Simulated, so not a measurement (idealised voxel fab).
process module | voxel capacitor over wiring
cross-section cut | 280 nm wide | cells 5 nm
A cross-section is a grid of square cells, given in bands from the top down. A band is one or more rows of cells.
Each band's line starts with the height of the band's top and of its bottom, in nm. Then come its materials from left to right, each with its width in nm. One material with "throughout" fills the band from edge to edge. "air" is empty space.
Height 0 is the level under which the wafer as received is all one material. The lowest band goes on downwards, as in "0 down".
A width such as "30 to 40" changes by the same amount from each row of cells to the next, from the band's top row to its bottom row.
"no change" after a step means that no cell of the cross-section changed.
closed voids: empty space of 8 cells or more with no open way to the top, each as width x height at its distance from the left edge, in nm
after a step's settings: what the simulator itself notes on the step
overlay nm, on a step with a mask: how far to the right of its planned place the mask lay; to the left if negative
plan
1 op RECEIVE | material Si
2 op CONFORMAL_DEP | material SiO2 | thk nm 15
3 op DIRECTIONAL_DEP | material TiN | thk nm 5
4 op DIRECTIONAL_DEP | material W | thk nm 20
5 op DIRECTIONAL_DEP | material aC | thk nm 10
6 op PATTERN | tone cover | mask id METAL_1 | material resist | width nm 30 | pitch nm 100 | thk nm 30 | overlay nm 0
7 op DIRECTIONAL_ETCH | etch materials aC | depth nm 10
8 op STRIP | etch materials resist
9 op DIRECTIONAL_ETCH | etch materials W | depth nm 20
10 op DIRECTIONAL_ETCH | etch materials TiN | depth nm 5
11 op STRIP | etch materials aC
12 op FILL_DEP | material SiO2 | thk nm 5
13 op CMP | height nm 40
14 op CONFORMAL_DEP | material SiCN | thk nm 5
15 op DIRECTIONAL_DEP | material SiO2 | thk nm 20
16 op PATTERN | tone open | mask id PLUG_1 | material resist | width nm 15 | thk nm 15 | overlay nm 0
17 op DIRECTIONAL_ETCH | etch materials SiO2 | depth nm 20
18 op DIRECTIONAL_ETCH | etch materials SiCN | depth nm 5
19 op STRIP | etch materials resist
20 op CONFORMAL_DEP | material TiN | thk nm 5
21 op FILL_DEP | material Cu | thk nm 5
22 op CMP | height nm 65
23 op DIRECTIONAL_DEP | material TiN | thk nm 10
24 op DIRECTIONAL_DEP | material HfO2 | thk nm 5
25 op DIRECTIONAL_DEP | material TiN | thk nm 5
26 op DIRECTIONAL_DEP | material aC | thk nm 15
27 op PATTERN | tone cover | mask id UPPER_PLATE | material resist | width nm 75 | thk nm 30 | overlay nm 0
28 op DIRECTIONAL_ETCH | etch materials aC | depth nm 15
29 op STRIP | etch materials resist
30 op DIRECTIONAL_ETCH | etch materials TiN | depth nm 5
31 op DIRECTIONAL_ETCH | etch materials HfO2 | depth nm 5
32 op STRIP | etch materials aC
33 op MASKED_ETCH | tone cover | mask id LOWER_PLATE | width nm 85 | etch materials TiN | depth nm 10 | overlay nm 0
34 op FILL_DEP | material SiO2 | thk nm 20
35 op CMP | height nm 100
36 op DIRECTIONAL_DEP | material aC | thk nm 15
37 op PATTERN | tone open | mask id PLUG_2 | material resist | width nm 15 | thk nm 35 | overlay nm 0
38 op DIRECTIONAL_ETCH | etch materials aC | depth nm 15
39 op STRIP | etch materials resist
40 op DIRECTIONAL_ETCH | etch materials SiO2 | depth nm 15
41 op STRIP | etch materials aC
42 op CONFORMAL_DEP | material TiN | thk nm 5
43 op FILL_DEP | material Ru | thk nm 10
44 op CMP | height nm 100
45 op CONFORMAL_DEP | material SiCN | thk nm 5
first wafer, as planned
as received, after step 1
  0 down: Si throughout
  closed voids: none
after step 2
  15 to 0: SiO2 throughout
  below 0: unchanged
after step 3
  20 to 15: TiN throughout
  below 15: unchanged
after step 4
  40 to 20: W throughout
  below 20: unchanged
after step 5
  50 to 40: aC throughout
  below 40: unchanged
after step 6
  80 to 50: air 75 | resist 30 | air 70 | resist 30 | air 75
  below 50: unchanged
after step 7
  70 to 50: air 75 | resist 30 | air 70 | resist 30 | air 75
  50 to 40: air 75 | aC 30 | air 70 | aC 30 | air 75
  below 40: unchanged
after step 8
  50 to 40: air 75 | aC 30 | air 70 | aC 30 | air 75
  below 40: unchanged
after step 9
  50 to 40: air 75 | aC 30 | air 70 | aC 30 | air 75
  40 to 20: air 75 | W 30 | air 70 | W 30 | air 75
  below 20: unchanged
after step 10
  50 to 40: air 75 | aC 30 | air 70 | aC 30 | air 75
  40 to 20: air 75 | W 30 | air 70 | W 30 | air 75
  20 to 15: air 75 | TiN 30 | air 70 | TiN 30 | air 75
  below 15: unchanged
after step 11
  40 to 20: air 75 | W 30 | air 70 | W 30 | air 75
  below 20: unchanged
after step 12
  45 to 40: SiO2 throughout
  40 to 20: SiO2 75 | W 30 | SiO2 70 | W 30 | SiO2 75
  20 to 15: SiO2 75 | TiN 30 | SiO2 70 | TiN 30 | SiO2 75
  below 15: unchanged
after step 13
  40 to 20: SiO2 75 | W 30 | SiO2 70 | W 30 | SiO2 75
  below 20: unchanged
after step 14
  45 to 40: SiCN throughout
  below 40: unchanged
after step 15
  65 to 45: SiO2 throughout
  below 45: unchanged
after step 16
  80 to 65: resist 90 | air 15 | resist 175
  below 65: unchanged
after step 17
  80 to 65: resist 90 | air 15 | resist 175
  65 to 45: SiO2 90 | air 15 | SiO2 175
  below 45: unchanged
after step 18
  80 to 65: resist 90 | air 15 | resist 175
  65 to 45: SiO2 90 | air 15 | SiO2 175
  45 to 40: SiCN 90 | air 15 | SiCN 175
  below 40: unchanged
after step 19
  65 to 45: SiO2 90 | air 15 | SiO2 175
  below 45: unchanged
after step 20
  70 to 65: TiN 95 | air 5 | TiN 180
  65 to 45: SiO2 90 | TiN 5 | air 5 | TiN 5 | SiO2 175
  45 to 40: SiCN 90 | TiN 15 | SiCN 175
  below 40: unchanged
after step 21
  75 to 70: Cu throughout
  70 to 65: TiN 95 | Cu 5 | TiN 180
  65 to 45: SiO2 90 | TiN 5 | Cu 5 | TiN 5 | SiO2 175
  below 45: unchanged
after step 22
  65 to 45: SiO2 90 | TiN 5 | Cu 5 | TiN 5 | SiO2 175
  below 45: unchanged
after step 23
  75 to 65: TiN throughout
  below 65: unchanged
after step 24
  80 to 75: HfO2 throughout
  below 75: unchanged
after step 25
  85 to 80: TiN throughout
  below 80: unchanged
after step 26
  100 to 85: aC throughout
  below 85: unchanged
after step 27
  130 to 100: air 90 | resist 75 | air 115
  below 100: unchanged
after step 28
  115 to 100: air 90 | resist 75 | air 115
  100 to 85: air 90 | aC 75 | air 115
  below 85: unchanged
after step 29
  100 to 85: air 90 | aC 75 | air 115
  below 85: unchanged
after step 30
  100 to 85: air 90 | aC 75 | air 115
  85 to 80: air 90 | TiN 75 | air 115
  below 80: unchanged
after step 31
  100 to 85: air 90 | aC 75 | air 115
  85 to 80: air 90 | TiN 75 | air 115
  80 to 75: air 90 | HfO2 75 | air 115
  below 75: unchanged
after step 32
  85 to 80: air 90 | TiN 75 | air 115
  below 80: unchanged
after step 33
  85 to 80: air 90 | TiN 75 | air 115
  80 to 75: air 90 | HfO2 75 | air 115
  75 to 65: air 85 | TiN 85 | air 110
  below 65: unchanged
after step 34
  105 to 85: SiO2 throughout
  85 to 80: SiO2 90 | TiN 75 | SiO2 115
  80 to 75: SiO2 90 | HfO2 75 | SiO2 115
  75 to 65: SiO2 85 | TiN 85 | SiO2 110
  below 65: unchanged
after step 35
  100 to 85: SiO2 throughout
  below 85: unchanged
after step 36
  115 to 100: aC throughout
  below 100: unchanged
after step 37
  150 to 115: resist 100 | air 15 | resist 165
  below 115: unchanged
after step 38
  135 to 115: resist 100 | air 15 | resist 165
  115 to 100: aC 100 | air 15 | aC 165
  below 100: unchanged
after step 39
  115 to 100: aC 100 | air 15 | aC 165
  below 100: unchanged
after step 40
  115 to 100: aC 100 | air 15 | aC 165
  100 to 85: SiO2 100 | air 15 | SiO2 165
  below 85: unchanged
after step 41
  100 to 85: SiO2 100 | air 15 | SiO2 165
  below 85: unchanged
after step 42
  105 to 100: TiN 105 | air 5 | TiN 170
  100 to 90: SiO2 100 | TiN 5 | air 5 | TiN 5 | SiO2 165
  90 to 80: SiO2 100 to 90 | TiN 15 to 75 | SiO2 165 to 115
  below 80: unchanged
after step 43
  115 to 105: Ru throughout
  105 to 100: TiN 105 | Ru 5 | TiN 170
  100 to 90: SiO2 100 | TiN 5 | Ru 5 | TiN 5 | SiO2 165
  below 90: unchanged
after step 44
  100 to 90: SiO2 100 | TiN 5 | Ru 5 | TiN 5 | SiO2 165
  below 90: unchanged
after step 45
  105 to 100: SiCN throughout
  below 100: unchanged
second wafer: like start, like plan, one mistake. Through step 1 it matches the first wafer
when step 2 should have ended
  30 to 0: SiO2 throughout
  below 0: unchanged
when step 3 should have ended
  35 to 30: TiN throughout
  below 30: unchanged
when step 4 should have ended
  55 to 35: W throughout
  below 35: unchanged
when step 5 should have ended
  65 to 55: aC throughout
  below 55: unchanged
when step 6 should have ended
  95 to 65: air 75 | resist 30 | air 70 | resist 30 | air 75
  below 65: unchanged
when step 7 should have ended
  85 to 65: air 75 | resist 30 | air 70 | resist 30 | air 75
  65 to 55: air 75 | aC 30 | air 70 | aC 30 | air 75
  below 55: unchanged
when step 8 should have ended
  65 to 55: air 75 | aC 30 | air 70 | aC 30 | air 75
  below 55: unchanged
when step 9 should have ended
  65 to 55: air 75 | aC 30 | air 70 | aC 30 | air 75
  55 to 35: air 75 | W 30 | air 70 | W 30 | air 75
  below 35: unchanged
when step 10 should have ended
  65 to 55: air 75 | aC 30 | air 70 | aC 30 | air 75
  55 to 35: air 75 | W 30 | air 70 | W 30 | air 75
  35 to 30: air 75 | TiN 30 | air 70 | TiN 30 | air 75
  below 30: unchanged
when step 11 should have ended
  55 to 35: air 75 | W 30 | air 70 | W 30 | air 75
  below 35: unchanged
when step 12 should have ended
  60 to 55: SiO2 throughout
  55 to 35: SiO2 75 | W 30 | SiO2 70 | W 30 | SiO2 75
  35 to 30: SiO2 75 | TiN 30 | SiO2 70 | TiN 30 | SiO2 75
  below 30: unchanged
when step 13 should have ended
  40 to 35: SiO2 75 | W 30 | SiO2 70 | W 30 | SiO2 75
  below 35: unchanged
when step 14 should have ended
  45 to 40: SiCN throughout
  below 40: unchanged
when step 15 should have ended
  65 to 45: SiO2 throughout
  below 45: unchanged
when step 16 should have ended
  80 to 65: resist 90 | air 15 | resist 175
  below 65: unchanged
when step 17 should have ended
  80 to 65: resist 90 | air 15 | resist 175
  65 to 45: SiO2 90 | air 15 | SiO2 175
  below 45: unchanged
when step 18 should have ended
  80 to 65: resist 90 | air 15 | resist 175
  65 to 45: SiO2 90 | air 15 | SiO2 175
  45 to 40: SiCN 90 | air 15 | SiCN 175
  below 40: unchanged
when step 19 should have ended
  65 to 45: SiO2 90 | air 15 | SiO2 175
  below 45: unchanged
when step 20 should have ended
  70 to 65: TiN 95 | air 5 | TiN 180
  65 to 45: SiO2 90 | TiN 5 | air 5 | TiN 5 | SiO2 175
  45 to 40: SiCN 90 | TiN 15 | SiCN 175
  below 40: unchanged
when step 21 should have ended
  75 to 70: Cu throughout
  70 to 65: TiN 95 | Cu 5 | TiN 180
  65 to 45: SiO2 90 | TiN 5 | Cu 5 | TiN 5 | SiO2 175
  below 45: unchanged
when step 22 should have ended
  65 to 45: SiO2 90 | TiN 5 | Cu 5 | TiN 5 | SiO2 175
  below 45: unchanged
when step 23 should have ended
  75 to 65: TiN throughout
  below 65: unchanged
when step 24 should have ended
  80 to 75: HfO2 throughout
  below 75: unchanged
when step 25 should have ended
  85 to 80: TiN throughout
  below 80: unchanged
when step 26 should have ended
  100 to 85: aC throughout
  below 85: unchanged
when step 27 should have ended
  130 to 100: air 90 | resist 75 | air 115
  below 100: unchanged
when step 28 should have ended
  115 to 100: air 90 | resist 75 | air 115
  100 to 85: air 90 | aC 75 | air 115
  below 85: unchanged
when step 29 should have ended
  100 to 85: air 90 | aC 75 | air 115
  below 85: unchanged
when step 30 should have ended
  100 to 85: air 90 | aC 75 | air 115
  85 to 80: air 90 | TiN 75 | air 115
  below 80: unchanged
when step 31 should have ended
  100 to 85: air 90 | aC 75 | air 115
  85 to 80: air 90 | TiN 75 | air 115
  80 to 75: air 90 | HfO2 75 | air 115
  below 75: unchanged
when step 32 should have ended
  85 to 80: air 90 | TiN 75 | air 115
  below 80: unchanged
when step 33 should have ended
  85 to 80: air 90 | TiN 75 | air 115
  80 to 75: air 90 | HfO2 75 | air 115
  75 to 65: air 85 | TiN 85 | air 110
  below 65: unchanged
when step 34 should have ended
  105 to 85: SiO2 throughout
  85 to 80: SiO2 90 | TiN 75 | SiO2 115
  80 to 75: SiO2 90 | HfO2 75 | SiO2 115
  75 to 65: SiO2 85 | TiN 85 | SiO2 110
  below 65: unchanged
when step 35 should have ended
  100 to 85: SiO2 throughout
  below 85: unchanged
when step 36 should have ended
  115 to 100: aC throughout
  below 100: unchanged
when step 37 should have ended
  150 to 115: resist 100 | air 15 | resist 165
  below 115: unchanged
when step 38 should have ended
  135 to 115: resist 100 | air 15 | resist 165
  115 to 100: aC 100 | air 15 | aC 165
  below 100: unchanged
when step 39 should have ended
  115 to 100: aC 100 | air 15 | aC 165
  below 100: unchanged
when step 40 should have ended
  115 to 100: aC 100 | air 15 | aC 165
  100 to 85: SiO2 100 | air 15 | SiO2 165
  below 85: unchanged
when step 41 should have ended
  100 to 85: SiO2 100 | air 15 | SiO2 165
  below 85: unchanged
when step 42 should have ended
  105 to 100: TiN 105 | air 5 | TiN 170
  100 to 90: SiO2 100 | TiN 5 | air 5 | TiN 5 | SiO2 165
  90 to 80: SiO2 100 to 90 | TiN 15 to 75 | SiO2 165 to 115
  below 80: unchanged
when step 43 should have ended
  115 to 105: Ru throughout
  105 to 100: TiN 105 | Ru 5 | TiN 170
  100 to 90: SiO2 100 | TiN 5 | Ru 5 | TiN 5 | SiO2 165
  below 90: unchanged
when step 44 should have ended
  100 to 90: SiO2 100 | TiN 5 | Ru 5 | TiN 5 | SiO2 165
  below 90: unchanged
when step 45 should have ended
  105 to 100: SiCN throughout
  below 100: unchanged
what went wrong: step 2 was run twice
at the end the second wafer has, in cells: 36 more of SiO2 | 36 fewer of W
